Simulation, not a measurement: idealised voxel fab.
process module | voxel released beams
cross-section cut | 255 nm wide | cells 5 nm
A cross-section is a grid of square cells, given in bands from the top down. A band is one or more rows of cells.
Each band's line starts with the height of the band's top and of its bottom, in nm. Then come its materials from left to right, each with its width in nm. One material with "throughout" fills the band from edge to edge. "air" is empty space.
Height 0 is the level under which the wafer as received is all one material. The lowest band goes on downwards, as in "0 down".
A width such as "30 to 40" changes by the same amount from each row of cells to the next, from the band's top row to its bottom row.
"no change" after a step means that no cell of the cross-section changed.
closed voids: empty space of 8 cells or more with no open way to the top, each as width x height at its distance from the left edge, in nm
after a step's settings: what the simulator itself notes on the step
overlay nm, on a step with a mask: how far to the right of its planned place the mask lay; to the left if negative
plan
1 op RECEIVE | material Si
2 op CONFORMAL_DEP | material SiN | thk nm 10
3 op DIRECTIONAL_DEP | material SiO2 | thk nm 10
4 op MASKED_ETCH | tone open | mask id ANCHOR | width nm 45 | etch materials SiO2 | depth nm 10 | overlay nm 0
5 op CONFORMAL_DEP | material TiN | thk nm 15
6 op MASKED_ETCH | tone cover | mask id BEAM | width nm 120 | etch materials TiN | depth nm 15 | overlay nm 0
7 op STRIP | etch materials SiO2
first wafer, as planned
as received, after step 1
  0 down: Si throughout
  closed voids: none
after step 2
  10 to 0: SiN throughout
  below 0: unchanged
after step 3
  20 to 10: SiO2 throughout
  below 10: unchanged
after step 4
  20 to 10: SiO2 70 | air 45 | SiO2 140
  below 10: unchanged
after step 5
  35 to 25: TiN 85 | air 15 | TiN 155
  25 to 20: TiN throughout
  20 to 10: SiO2 70 | TiN 45 | SiO2 140
  below 10: unchanged
after step 6
  35 to 25: air 65 | TiN 20 | air 15 | TiN 85 | air 70
  25 to 20: air 65 | TiN 120 | air 70
  below 20: unchanged
after step 7
  35 to 25: air 65 | TiN 20 | air 15 | TiN 85 | air 70
  25 to 20: air 65 | TiN 120 | air 70
  20 to 10: air 70 | TiN 45 | air 140
  below 10: unchanged
second wafer: like start, like plan, one mistake. Through step 5 it matches the first wafer
when step 6 should have ended
  35 to 25: air 70 | TiN 15 | air 15 | TiN 85 | air 70
  25 to 20: air 70 | TiN 115 | air 70
  below 20: unchanged
when step 7 should have ended
  35 to 25: air 70 | TiN 15 | air 15 | TiN 85 | air 70
  25 to 20: air 70 | TiN 115 | air 70
  20 to 10: air 70 | TiN 45 | air 140
  below 10: unchanged
what went wrong: step 6 ran as: op MASKED_ETCH | tone cover | mask id BEAM | width nm 115 | etch materials TiN | depth nm 15 | overlay nm 0
at the end the second wafer has, in cells: 3 fewer of TiN
